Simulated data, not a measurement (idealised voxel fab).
The document below concerns the process module designated voxel capacitor over wiring.
Section shown: cut. Width: 225 nm. Cell size: 5 nm, square.
Just so we're on the same page, the cross-sections are grids of square cells, and they're listed out in bands top to bottom, each band one or more rows deep. Heads up on the band format: heights come first, top then bottom, in nm. After that it's the materials left to right, each with its width in nm. A single material flagged "all across" fills the whole band edge to edge, and "blank" means there's empty space there. The reference from which all heights are counted is 0, the level beneath which the as-received wafer is entirely one material; the lowest band, having no lower bound, proceeds downward and is written after the example "z 0 and below". A width given as "30..40" starts at the first number in the band's top row and ends at the second number in its bottom row, shifting by an equal amount at every step from row to row. "nothing different" after a step means that no cell of the cross-section changed. So "Sealed internal cavities" is basically the list of trapped voids: any empty space of 8 cells or more that can't reach the top through an opening. They're written width x height at distance, the distance being from the left edge, and it's all nm. Note: text after step settings on the step line = simulator remark on that step. Among the settings permitted on a step's line is "overlay nm"; applied to a step with a mask, it specifies the extent to which the mask lay to the right of its planned position, whereas a negative figure signifies a position to the left.
### Here's what the planned process steps look like
1: RECEIVE, material Si
2: CONFORMAL_DEP, material SiO2, thk nm 15
3: CONFORMAL_DEP, material SiN, thk nm 5
4: DIRECTIONAL_DEP, material SiO2, thk nm 25
5: DIRECTIONAL_DEP, material aC, thk nm 10
6: PATTERN, tone open, mask id METAL_1, material resist, width nm 25, pitch nm 85, thk nm 30, overlay nm 0
7: DIRECTIONAL_ETCH, etch materials aC, depth nm 10
8: STRIP, etch materials resist
9: DIRECTIONAL_ETCH, etch materials SiO2, depth nm 25
10: DIRECTIONAL_ETCH, etch materials SiN, depth nm 5
11: STRIP, etch materials aC
12: CONFORMAL_DEP, material TiN, thk nm 5
13: FILL_DEP, material Ru, thk nm 5
14: CMP, height nm 45
15: EPI, material Ru, thk nm 5
16: FILL_DEP, material SiCN, thk nm 5
17: DIRECTIONAL_DEP, material SiO2, thk nm 15
18: MASKED_ETCH, tone open, mask id PLUG_1, width nm 15, etch materials SiO2, depth nm 15, overlay nm 0
19: MASKED_ETCH, tone open, mask id PLUG_1, width nm 15, etch materials SiCN, depth nm 5, overlay nm 0
20: CONFORMAL_DEP, material TiN, thk nm 5
21: FILL_DEP, material W, thk nm 10
22: CMP, height nm 70
23: DIRECTIONAL_DEP, material TiN, thk nm 10
24: DIRECTIONAL_DEP, material Al2O3, thk nm 5
25: DIRECTIONAL_DEP, material TiN, thk nm 10
26: PATTERN, tone cover, mask id UPPER_PLATE, material resist, width nm 65, thk nm 15, overlay nm 0
27: DIRECTIONAL_ETCH, etch materials TiN, depth nm 10
28: DIRECTIONAL_ETCH, etch materials Al2O3, depth nm 5
29: STRIP, etch materials resist
30: DIRECTIONAL_DEP, material aC, thk nm 15
31: PATTERN, tone cover, mask id LOWER_PLATE, material resist, width nm 75, thk nm 30, overlay nm 0
32: DIRECTIONAL_ETCH, etch materials aC, depth nm 15
33: STRIP, etch materials resist
34: DIRECTIONAL_ETCH, etch materials TiN, depth nm 10
35: STRIP, etch materials aC
36: FILL_DEP, material SiO2, thk nm 15
37: CMP, height nm 105
38: PATTERN, tone open, mask id PLUG_2, material resist, width nm 15, thk nm 20, overlay nm 0
39: DIRECTIONAL_ETCH, etch materials SiO2, depth nm 10
40: STRIP, etch materials resist
41: CONFORMAL_DEP, material TiN, thk nm 5
42: FILL_DEP, material Cu, thk nm 10
43: CMP, height nm 105
44: CONFORMAL_DEP, material SiCN, thk nm 5
### First wafer out of two, processed as planned
### Cross-section, incoming material, after step 1
z 0 and below = Si all across
Sealed internal cavities: none
### Cross-section: wafer state after step 2
z 15 to 0 = SiO2 all across
Lower than 0, everything is as it was.
### Cross-section: wafer state after step 3
z 20 to 15 = SiN all across
Lower than 15, everything is as it was.
### Cross-section: wafer state after step 4
z 45 to 20 = SiO2 all across
Lower than 20, everything is as it was.
### Cross-section: wafer state after step 5
z 55 to 45 = aC all across
Lower than 45, everything is as it was.
### Cross-section: wafer state after step 6
z 85 to 55 = 55 nm resist, 25 nm blank, 60 nm resist, 25 nm blank, 60 nm resist
Lower than 55, everything is as it was.
### Cross-section: wafer state after step 7
z 75 to 55 = 55 nm resist, 25 nm blank, 60 nm resist, 25 nm blank, 60 nm resist
z 55 to 45 = 55 nm aC, 25 nm blank, 60 nm aC, 25 nm blank, 60 nm aC
Lower than 45, everything is as it was.
### Cross-section: wafer state after step 8
z 55 to 45 = 55 nm aC, 25 nm blank, 60 nm aC, 25 nm blank, 60 nm aC
Lower than 45, everything is as it was.
### Cross-section: wafer state after step 9
z 55 to 45 = 55 nm aC, 25 nm blank, 60 nm aC, 25 nm blank, 60 nm aC
z 45 to 20 = 55 nm SiO2, 25 nm blank, 60 nm SiO2, 25 nm blank, 60 nm SiO2
Lower than 20, everything is as it was.
### Cross-section: wafer state after step 10
z 55 to 45 = 55 nm aC, 25 nm blank, 60 nm aC, 25 nm blank, 60 nm aC
z 45 to 20 = 55 nm SiO2, 25 nm blank, 60 nm SiO2, 25 nm blank, 60 nm SiO2
z 20 to 15 = 55 nm SiN, 25 nm blank, 60 nm SiN, 25 nm blank, 60 nm SiN
Lower than 15, everything is as it was.
### Cross-section: wafer state after step 11
z 45 to 20 = 55 nm SiO2, 25 nm blank, 60 nm SiO2, 25 nm blank, 60 nm SiO2
Lower than 20, everything is as it was.
### Cross-section: wafer state after step 12
z 50 to 45 = 60 nm TiN, 15 nm blank, 70 nm TiN, 15 nm blank, 65 nm TiN
z 45 to 20 = 55 nm SiO2, 5 nm TiN, 15 nm blank, 5 nm TiN, 60 nm SiO2, 5 nm TiN, 15 nm blank, 5 nm TiN, 60 nm SiO2
z 20 to 15 = 55 nm SiN, 25 nm TiN, 60 nm SiN, 25 nm TiN, 60 nm SiN
Lower than 15, everything is as it was.
### Cross-section: wafer state after step 13
z 55 to 50 = Ru all across
z 50 to 45 = 60 nm TiN, 15 nm Ru, 70 nm TiN, 15 nm Ru, 65 nm TiN
z 45 to 20 = 55 nm SiO2, 5 nm TiN, 15 nm Ru, 5 nm TiN, 60 nm SiO2, 5 nm TiN, 15 nm Ru, 5 nm TiN, 60 nm SiO2
Lower than 20, everything is as it was.
### Cross-section: wafer state after step 14
z 45 to 20 = 55 nm SiO2, 5 nm TiN, 15 nm Ru, 5 nm TiN, 60 nm SiO2, 5 nm TiN, 15 nm Ru, 5 nm TiN, 60 nm SiO2
Lower than 20, everything is as it was.
### Cross-section: wafer state after step 15
z 50 to 45 = 50 nm blank, 35 nm Ru, 50 nm blank, 35 nm Ru, 55 nm blank
Lower than 45, everything is as it was.
### Cross-section: wafer state after step 16
z 55 to 50 = SiCN all across
z 50 to 45 = 50 nm SiCN, 35 nm Ru, 50 nm SiCN, 35 nm Ru, 55 nm SiCN
Lower than 45, everything is as it was.
### Cross-section: wafer state after step 17
z 70 to 55 = SiO2 all across
Lower than 55, everything is as it was.
### Cross-section: wafer state after step 18
z 70 to 55 = 65 nm SiO2, 15 nm blank, 145 nm SiO2
Lower than 55, everything is as it was.
### Cross-section: wafer state after step 19
z 70 to 55 = 65 nm SiO2, 15 nm blank, 145 nm SiO2
z 55 to 50 = 65 nm SiCN, 15 nm blank, 145 nm SiCN
Lower than 50, everything is as it was.
### Cross-section: wafer state after step 20
z 75 to 70 = 70 nm TiN, 5 nm blank, 150 nm TiN
z 70 to 55 = 65 nm SiO2, 5 nm TiN, 5 nm blank, 5 nm TiN, 145 nm SiO2
z 55 to 50 = 65 nm SiCN, 15 nm TiN, 145 nm SiCN
Lower than 50, everything is as it was.
### Cross-section: wafer state after step 21
z 85 to 75 = W all across
z 75 to 70 = 70 nm TiN, 5 nm W, 150 nm TiN
z 70 to 55 = 65 nm SiO2, 5 nm TiN, 5 nm W, 5 nm TiN, 145 nm SiO2
Lower than 55, everything is as it was.
### Cross-section: wafer state after step 22
z 70 to 55 = 65 nm SiO2, 5 nm TiN, 5 nm W, 5 nm TiN, 145 nm SiO2
Lower than 55, everything is as it was.
### Cross-section: wafer state after step 23
z 80 to 70 = TiN all across
Lower than 70, everything is as it was.
### Cross-section: wafer state after step 24
z 85 to 80 = Al2O3 all across
Lower than 80, everything is as it was.
### Cross-section: wafer state after step 25
z 95 to 85 = TiN all across
Lower than 85, everything is as it was.
### Cross-section: wafer state after step 26
z 110 to 95 = 65 nm blank, 65 nm resist, 95 nm blank
Lower than 95, everything is as it was.
### Cross-section: wafer state after step 27
z 110 to 95 = 65 nm blank, 65 nm resist, 95 nm blank
z 95 to 85 = 65 nm blank, 65 nm TiN, 95 nm blank
Lower than 85, everything is as it was.
### Cross-section: wafer state after step 28
z 110 to 95 = 65 nm blank, 65 nm resist, 95 nm blank
z 95 to 85 = 65 nm blank, 65 nm TiN, 95 nm blank
z 85 to 80 = 65 nm blank, 65 nm Al2O3, 95 nm blank
Lower than 80, everything is as it was.
### Cross-section: wafer state after step 29
z 95 to 85 = 65 nm blank, 65 nm TiN, 95 nm blank
Lower than 85, everything is as it was.
### Cross-section: wafer state after step 30
z 110 to 95 = 65 nm blank, 65 nm aC, 95 nm blank
z 95 to 85 = 65 nm aC, 65 nm TiN, 95 nm aC
z 85 to 80 = 65 nm aC, 65 nm Al2O3, 95 nm aC
Lower than 80, everything is as it was.
### Cross-section: wafer state after step 31
z 140 to 110 = 60 nm blank, 75 nm resist, 90 nm blank
z 110 to 95 = 60 nm blank, 5 nm resist, 65 nm aC, 5 nm resist, 90 nm blank
Lower than 95, everything is as it was.
### Cross-section: wafer state after step 32
z 125 to 110 = 60 nm blank, 75 nm resist, 90 nm blank
z 110 to 95 = 60 nm blank, 5 nm resist, 65 nm aC, 5 nm resist, 90 nm blank
z 95 to 85 = 60 nm blank, 5 nm aC, 65 nm TiN, 5 nm aC, 90 nm blank
z 85 to 80 = 60 nm blank, 5 nm aC, 65 nm Al2O3, 5 nm aC, 90 nm blank
Lower than 80, everything is as it was.
### Cross-section: wafer state after step 33
z 110 to 95 = 65 nm blank, 65 nm aC, 95 nm blank
Lower than 95, everything is as it was.
### Cross-section: wafer state after step 34
z 110 to 95 = 65 nm blank, 65 nm aC, 95 nm blank
z 95 to 85 = 60 nm blank, 5 nm aC, 65 nm TiN, 5 nm aC, 90 nm blank
z 85 to 80 = 60 nm blank, 5 nm aC, 65 nm Al2O3, 5 nm aC, 90 nm blank
z 80 to 70 = 60 nm blank, 75 nm TiN, 90 nm blank
Lower than 70, everything is as it was.
### Cross-section: wafer state after step 35
z 95 to 85 = 65 nm blank, 65 nm TiN, 95 nm blank
z 85 to 80 = 65 nm blank, 65 nm Al2O3, 95 nm blank
Lower than 80, everything is as it was.
### Cross-section: wafer state after step 36
z 110 to 95 = SiO2 all across
z 95 to 85 = 65 nm SiO2, 65 nm TiN, 95 nm SiO2
z 85 to 80 = 65 nm SiO2, 65 nm Al2O3, 95 nm SiO2
z 80 to 70 = 60 nm SiO2, 75 nm TiN, 90 nm SiO2
Lower than 70, everything is as it was.
### Cross-section: wafer state after step 37
z 105 to 95 = SiO2 all across
Lower than 95, everything is as it was.
### Cross-section: wafer state after step 38
z 125 to 105 = 75 nm resist, 15 nm blank, 135 nm resist
Lower than 105, everything is as it was.
### Cross-section: wafer state after step 39
z 125 to 105 = 75 nm resist, 15 nm blank, 135 nm resist
z 105 to 95 = 75 nm SiO2, 15 nm blank, 135 nm SiO2
Lower than 95, everything is as it was.
### Cross-section: wafer state after step 40
z 105 to 95 = 75 nm SiO2, 15 nm blank, 135 nm SiO2
Lower than 95, everything is as it was.
### Cross-section: wafer state after step 41
z 110 to 105 = 80 nm TiN, 5 nm blank, 140 nm TiN
z 105 to 100 = 75 nm SiO2, 5 nm TiN, 5 nm blank, 5 nm TiN, 135 nm SiO2
z 100 to 95 = 75 nm SiO2, 15 nm TiN, 135 nm SiO2
Lower than 95, everything is as it was.
### Cross-section: wafer state after step 42
z 120 to 110 = Cu all across
z 110 to 105 = 80 nm TiN, 5 nm Cu, 140 nm TiN
z 105 to 100 = 75 nm SiO2, 5 nm TiN, 5 nm Cu, 5 nm TiN, 135 nm SiO2
Lower than 100, everything is as it was.
### Cross-section: wafer state after step 43
z 105 to 100 = 75 nm SiO2, 5 nm TiN, 5 nm Cu, 5 nm TiN, 135 nm SiO2
Lower than 100, everything is as it was.
### Cross-section: wafer state after step 44
z 110 to 105 = SiCN all across
Lower than 105, everything is as it was.
### Wafer two: like wafer one in start and plan, but with one mistake in execution; identical up to and including step 1
### Cross-section of the second wafer at the time step 2 of the plan should have ended
z 30 to 0 = SiO2 all across
Lower than 0, everything is as it was.
### Cross-section of the second wafer at the time step 3 of the plan should have ended
z 35 to 30 = SiN all across
Lower than 30, everything is as it was.
### Cross-section of the second wafer at the time step 4 of the plan should have ended
z 60 to 35 = SiO2 all across
Lower than 35, everything is as it was.
### Cross-section of the second wafer at the time step 5 of the plan should have ended
z 70 to 60 = aC all across
Lower than 60, everything is as it was.
### Cross-section of the second wafer at the time step 6 of the plan should have ended
z 100 to 70 = 55 nm resist, 25 nm blank, 60 nm resist, 25 nm blank, 60 nm resist
Lower than 70, everything is as it was.
### Cross-section of the second wafer at the time step 7 of the plan should have ended
z 90 to 70 = 55 nm resist, 25 nm blank, 60 nm resist, 25 nm blank, 60 nm resist
z 70 to 60 = 55 nm aC, 25 nm blank, 60 nm aC, 25 nm blank, 60 nm aC
Lower than 60, everything is as it was.
### Cross-section of the second wafer at the time step 8 of the plan should have ended
z 70 to 60 = 55 nm aC, 25 nm blank, 60 nm aC, 25 nm blank, 60 nm aC
Lower than 60, everything is as it was.
### Cross-section of the second wafer at the time step 9 of the plan should have ended
z 70 to 60 = 55 nm aC, 25 nm blank, 60 nm aC, 25 nm blank, 60 nm aC
z 60 to 35 = 55 nm SiO2, 25 nm blank, 60 nm SiO2, 25 nm blank, 60 nm SiO2
Lower than 35, everything is as it was.
### Cross-section of the second wafer at the time step 10 of the plan should have ended
z 70 to 60 = 55 nm aC, 25 nm blank, 60 nm aC, 25 nm blank, 60 nm aC
z 60 to 35 = 55 nm SiO2, 25 nm blank, 60 nm SiO2, 25 nm blank, 60 nm SiO2
z 35 to 30 = 55 nm SiN, 25 nm blank, 60 nm SiN, 25 nm blank, 60 nm SiN
Lower than 30, everything is as it was.
### Cross-section of the second wafer at the time step 11 of the plan should have ended
z 60 to 35 = 55 nm SiO2, 25 nm blank, 60 nm SiO2, 25 nm blank, 60 nm SiO2
Lower than 35, everything is as it was.
### Cross-section of the second wafer at the time step 12 of the plan should have ended
z 65 to 60 = 60 nm TiN, 15 nm blank, 70 nm TiN, 15 nm blank, 65 nm TiN
z 60 to 35 = 55 nm SiO2, 5 nm TiN, 15 nm blank, 5 nm TiN, 60 nm SiO2, 5 nm TiN, 15 nm blank, 5 nm TiN, 60 nm SiO2
z 35 to 30 = 55 nm SiN, 25 nm TiN, 60 nm SiN, 25 nm TiN, 60 nm SiN
Lower than 30, everything is as it was.
### Cross-section of the second wafer at the time step 13 of the plan should have ended
z 70 to 65 = Ru all across
z 65 to 60 = 60 nm TiN, 15 nm Ru, 70 nm TiN, 15 nm Ru, 65 nm TiN
z 60 to 35 = 55 nm SiO2, 5 nm TiN, 15 nm Ru, 5 nm TiN, 60 nm SiO2, 5 nm TiN, 15 nm Ru, 5 nm TiN, 60 nm SiO2
Lower than 35, everything is as it was.
### Cross-section of the second wafer at the time step 14 of the plan should have ended
z 45 to 35 = 55 nm SiO2, 5 nm TiN, 15 nm Ru, 5 nm TiN, 60 nm SiO2, 5 nm TiN, 15 nm Ru, 5 nm TiN, 60 nm SiO2
Lower than 35, everything is as it was.
### Cross-section of the second wafer at the time step 15 of the plan should have ended
z 50 to 45 = 50 nm blank, 35 nm Ru, 50 nm blank, 35 nm Ru, 55 nm blank
Lower than 45, everything is as it was.
### Cross-section of the second wafer at the time step 16 of the plan should have ended
z 55 to 50 = SiCN all across
z 50 to 45 = 50 nm SiCN, 35 nm Ru, 50 nm SiCN, 35 nm Ru, 55 nm SiCN
Lower than 45, everything is as it was.
### Cross-section of the second wafer at the time step 17 of the plan should have ended
z 70 to 55 = SiO2 all across
Lower than 55, everything is as it was.
### Cross-section of the second wafer at the time step 18 of the plan should have ended
z 70 to 55 = 65 nm SiO2, 15 nm blank, 145 nm SiO2
Lower than 55, everything is as it was.
### Cross-section of the second wafer at the time step 19 of the plan should have ended
z 70 to 55 = 65 nm SiO2, 15 nm blank, 145 nm SiO2
z 55 to 50 = 65 nm SiCN, 15 nm blank, 145 nm SiCN
Lower than 50, everything is as it was.
### Cross-section of the second wafer at the time step 20 of the plan should have ended
z 75 to 70 = 70 nm TiN, 5 nm blank, 150 nm TiN
z 70 to 55 = 65 nm SiO2, 5 nm TiN, 5 nm blank, 5 nm TiN, 145 nm SiO2
z 55 to 50 = 65 nm SiCN, 15 nm TiN, 145 nm SiCN
Lower than 50, everything is as it was.
### Cross-section of the second wafer at the time step 21 of the plan should have ended
z 85 to 75 = W all across
z 75 to 70 = 70 nm TiN, 5 nm W, 150 nm TiN
z 70 to 55 = 65 nm SiO2, 5 nm TiN, 5 nm W, 5 nm TiN, 145 nm SiO2
Lower than 55, everything is as it was.
### Cross-section of the second wafer at the time step 22 of the plan should have ended
z 70 to 55 = 65 nm SiO2, 5 nm TiN, 5 nm W, 5 nm TiN, 145 nm SiO2
Lower than 55, everything is as it was.
### Cross-section of the second wafer at the time step 23 of the plan should have ended
z 80 to 70 = TiN all across
Lower than 70, everything is as it was.
### Cross-section of the second wafer at the time step 24 of the plan should have ended
z 85 to 80 = Al2O3 all across
Lower than 80, everything is as it was.
### Cross-section of the second wafer at the time step 25 of the plan should have ended
z 95 to 85 = TiN all across
Lower than 85, everything is as it was.
### Cross-section of the second wafer at the time step 26 of the plan should have ended
z 110 to 95 = 65 nm blank, 65 nm resist, 95 nm blank
Lower than 95, everything is as it was.
### Cross-section of the second wafer at the time step 27 of the plan should have ended
z 110 to 95 = 65 nm blank, 65 nm resist, 95 nm blank
z 95 to 85 = 65 nm blank, 65 nm TiN, 95 nm blank
Lower than 85, everything is as it was.
### Cross-section of the second wafer at the time step 28 of the plan should have ended
z 110 to 95 = 65 nm blank, 65 nm resist, 95 nm blank
z 95 to 85 = 65 nm blank, 65 nm TiN, 95 nm blank
z 85 to 80 = 65 nm blank, 65 nm Al2O3, 95 nm blank
Lower than 80, everything is as it was.
### Cross-section of the second wafer at the time step 29 of the plan should have ended
z 95 to 85 = 65 nm blank, 65 nm TiN, 95 nm blank
Lower than 85, everything is as it was.
### Cross-section of the second wafer at the time step 30 of the plan should have ended
z 110 to 95 = 65 nm blank, 65 nm aC, 95 nm blank
z 95 to 85 = 65 nm aC, 65 nm TiN, 95 nm aC
z 85 to 80 = 65 nm aC, 65 nm Al2O3, 95 nm aC
Lower than 80, everything is as it was.
### Cross-section of the second wafer at the time step 31 of the plan should have ended
z 140 to 110 = 60 nm blank, 75 nm resist, 90 nm blank
z 110 to 95 = 60 nm blank, 5 nm resist, 65 nm aC, 5 nm resist, 90 nm blank
Lower than 95, everything is as it was.
### Cross-section of the second wafer at the time step 32 of the plan should have ended
z 125 to 110 = 60 nm blank, 75 nm resist, 90 nm blank
z 110 to 95 = 60 nm blank, 5 nm resist, 65 nm aC, 5 nm resist, 90 nm blank
z 95 to 85 = 60 nm blank, 5 nm aC, 65 nm TiN, 5 nm aC, 90 nm blank
z 85 to 80 = 60 nm blank, 5 nm aC, 65 nm Al2O3, 5 nm aC, 90 nm blank
Lower than 80, everything is as it was.
### Cross-section of the second wafer at the time step 33 of the plan should have ended
z 110 to 95 = 65 nm blank, 65 nm aC, 95 nm blank
Lower than 95, everything is as it was.
### Cross-section of the second wafer at the time step 34 of the plan should have ended
z 110 to 95 = 65 nm blank, 65 nm aC, 95 nm blank
z 95 to 85 = 60 nm blank, 5 nm aC, 65 nm TiN, 5 nm aC, 90 nm blank
z 85 to 80 = 60 nm blank, 5 nm aC, 65 nm Al2O3, 5 nm aC, 90 nm blank
z 80 to 70 = 60 nm blank, 75 nm TiN, 90 nm blank
Lower than 70, everything is as it was.
### Cross-section of the second wafer at the time step 35 of the plan should have ended
z 95 to 85 = 65 nm blank, 65 nm TiN, 95 nm blank
z 85 to 80 = 65 nm blank, 65 nm Al2O3, 95 nm blank
Lower than 80, everything is as it was.
### Cross-section of the second wafer at the time step 36 of the plan should have ended
z 110 to 95 = SiO2 all across
z 95 to 85 = 65 nm SiO2, 65 nm TiN, 95 nm SiO2
z 85 to 80 = 65 nm SiO2, 65 nm Al2O3, 95 nm SiO2
z 80 to 70 = 60 nm SiO2, 75 nm TiN, 90 nm SiO2
Lower than 70, everything is as it was.
### Cross-section of the second wafer at the time step 37 of the plan should have ended
z 105 to 95 = SiO2 all across
Lower than 95, everything is as it was.
### Cross-section of the second wafer at the time step 38 of the plan should have ended
z 125 to 105 = 75 nm resist, 15 nm blank, 135 nm resist
Lower than 105, everything is as it was.
### Cross-section of the second wafer at the time step 39 of the plan should have ended
z 125 to 105 = 75 nm resist, 15 nm blank, 135 nm resist
z 105 to 95 = 75 nm SiO2, 15 nm blank, 135 nm SiO2
Lower than 95, everything is as it was.
### Cross-section of the second wafer at the time step 40 of the plan should have ended
z 105 to 95 = 75 nm SiO2, 15 nm blank, 135 nm SiO2
Lower than 95, everything is as it was.
### Cross-section of the second wafer at the time step 41 of the plan should have ended
z 110 to 105 = 80 nm TiN, 5 nm blank, 140 nm TiN
z 105 to 100 = 75 nm SiO2, 5 nm TiN, 5 nm blank, 5 nm TiN, 135 nm SiO2
z 100 to 95 = 75 nm SiO2, 15 nm TiN, 135 nm SiO2
Lower than 95, everything is as it was.
### Cross-section of the second wafer at the time step 42 of the plan should have ended
z 120 to 110 = Cu all across
z 110 to 105 = 80 nm TiN, 5 nm Cu, 140 nm TiN
z 105 to 100 = 75 nm SiO2, 5 nm TiN, 5 nm Cu, 5 nm TiN, 135 nm SiO2
Lower than 100, everything is as it was.
### Cross-section of the second wafer at the time step 43 of the plan should have ended
z 105 to 100 = 75 nm SiO2, 5 nm TiN, 5 nm Cu, 5 nm TiN, 135 nm SiO2
Lower than 100, everything is as it was.
### Cross-section of the second wafer at the time step 44 of the plan should have ended
z 110 to 105 = SiCN all across
Lower than 105, everything is as it was.
Diagnosis: step 2 of the plan saw execution twice
Final tally in cells, some materials are higher or lower on the second wafer than on the first: 18 fewer of Ru, 30 more of SiO2, 12 fewer of TiN
